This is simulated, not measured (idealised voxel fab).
Proc. module: voxel fin reveal
Cross-sectional view cut (width: 200 nm; square cell size: 5 nm).
When this document writes out a cross-section, it uses a grid of square cells and lists it as bands, beginning at the top and moving down, with a band standing for one or more rows of cells.
Top height, bottom height, nm. Materials left to right, width each, nm. Single material + "edge to edge" = fills band edge to edge. "air" = empty.
Heights are measured from 0, the level below which the as-received wafer is all one material; the lowest band has no bottom and continues downward, written as in "0 -> down".
Per-row width for "30..40": begins at first number (top row of band), ends at second number (bottom row), increment between rows held constant.
"no change occurred" after a step means that no cell of the cross-section changed.
Empty spaces without an open route to the top, at least 8 cells in extent, make up the entry "Enclosed void list"; each is given as width x height at distance, where the distance is measured from the left edge, and all are in nm.
On a step's line, text after the settings is the simulator commenting on that step.
What "overlay nm" on a step's line means: if the step has a mask, that mask lay this far to the right of its planned place, or, when the value is negative, to the left.
SET OUT BELOW ARE THE PLANNED STEPS OF THE PROCESS
| 1 | op RECEIVE | material Si |
| 2 | op CONFORMAL_DEP | material SiN | thk nm 5 |
| 3 | op MASKED_ETCH | tone cover | mask id FINS | width nm 15 | pitch nm 40 | etch materials SiN | depth nm 5 | overlay nm 0 |
| 4 | op MASKED_ETCH | tone cover | mask id FINS | width nm 15 | pitch nm 40 | etch materials Si | depth nm 40 | overlay nm 0 |
| 5 | op OXIDIZE | depth nm 5 |
| 6 | op FILL_DEP | material SiO2 | thk nm 5 |
| 7 | op CMP | height nm 5 |
| 8 | op SELECTIVE_ETCH | etch materials SiO2 | depth nm 20 |
| 9 | op STRIP | etch materials SiN |
RUN AS PLANNED: FIRST OF TWO WAFERS
INCOMING WAFER IN CROSS-SECTION (STATE: AFTER STEP 1)
	0 -> down = Si edge to edge
	Enclosed void list: none
SECTIONAL VIEW: WAFER, AFTER STEP 2
	5 -> 0 = SiN edge to edge
	Anything lower than 0 is untouched.
SECTIONAL VIEW: WAFER, AFTER STEP 3
	5 -> 0 = air 50; SiN 15; air 25; SiN 15; air 25; SiN 15; air 55
	Anything lower than 0 is untouched.
SECTIONAL VIEW: WAFER, AFTER STEP 4
	5 -> 0 = air 50; SiN 15; air 25; SiN 15; air 25; SiN 15; air 55
	0 -> -40 = air 50; Si 15; air 25; Si 15; air 25; Si 15; air 55
	Anything lower than -40 is untouched.
SECTIONAL VIEW: WAFER, AFTER STEP 5
	5 -> 0 = air 50; SiN 15; air 25; SiN 15; air 25; SiN 15; air 55
	0 -> -40 = air 50; SiO2 5; Si 5; SiO2 5; air 25; SiO2 5; Si 5; SiO2 5; air 25; SiO2 5; Si 5; SiO2 5; air 55
	-40 -> -45 = SiO2 55; Si 5; SiO2 35; Si 5; SiO2 35; Si 5; SiO2 60
	Anything lower than -45 is untouched.
SECTIONAL VIEW: WAFER, AFTER STEP 6
	10 -> 5 = SiO2 edge to edge
	5 -> 0 = SiO2 50; SiN 15; SiO2 25; SiN 15; SiO2 25; SiN 15; SiO2 55
	0 -> -45 = SiO2 55; Si 5; SiO2 35; Si 5; SiO2 35; Si 5; SiO2 60
	Anything lower than -45 is untouched.
SECTIONAL VIEW: WAFER, AFTER STEP 7
	5 -> 0 = SiO2 50; SiN 15; SiO2 25; SiN 15; SiO2 25; SiN 15; SiO2 55
	Anything lower than 0 is untouched.
SECTIONAL VIEW: WAFER, AFTER STEP 8
	5 -> 0 = air 50; SiN 15; air 25; SiN 15; air 25; SiN 15; air 55
	0 -> -15 = air 55; Si 5; air 35; Si 5; air 35; Si 5; air 60
	Anything lower than -15 is untouched.
SECTIONAL VIEW: WAFER, AFTER STEP 9
	0 -> -15 = air 55; Si 5; air 35; Si 5; air 35; Si 5; air 60
	Anything lower than -15 is untouched.
SECOND WAFER, SAME STARTING CONDITIONS AND RECIPE AS THE FIRST, ONE MISTAKE IN EXECUTING IT, NOTHING DIFFERS FROM THE FIRST UP TO AND INCLUDING STEP 7
LOOK AT THE SECOND WAFER IN CROSS-SECTION AT THE TIME STEP 8 OUGHT TO HAVE FINISHED
	5 -> 0 = air 50; SiN 15; air 25; SiN 15; air 25; SiN 15; air 55
	0 -> -5 = air 55; Si 5; air 35; Si 5; air 35; Si 5; air 60
	Anything lower than -5 is untouched.
LOOK AT THE SECOND WAFER IN CROSS-SECTION AT THE TIME STEP 9 OUGHT TO HAVE FINISHED
	0 -> -5 = air 55; Si 5; air 35; Si 5; air 35; Si 5; air 60
	Anything lower than -5 is untouched.
The mistake made against the process plan was this: step 8 did not use the planned setting and instead ran as op SELECTIVE_ETCH | etch materials SiO2 | depth nm 10
Final tally in cells, some materials are higher or lower on the second wafer than on the first: SiO2 +74
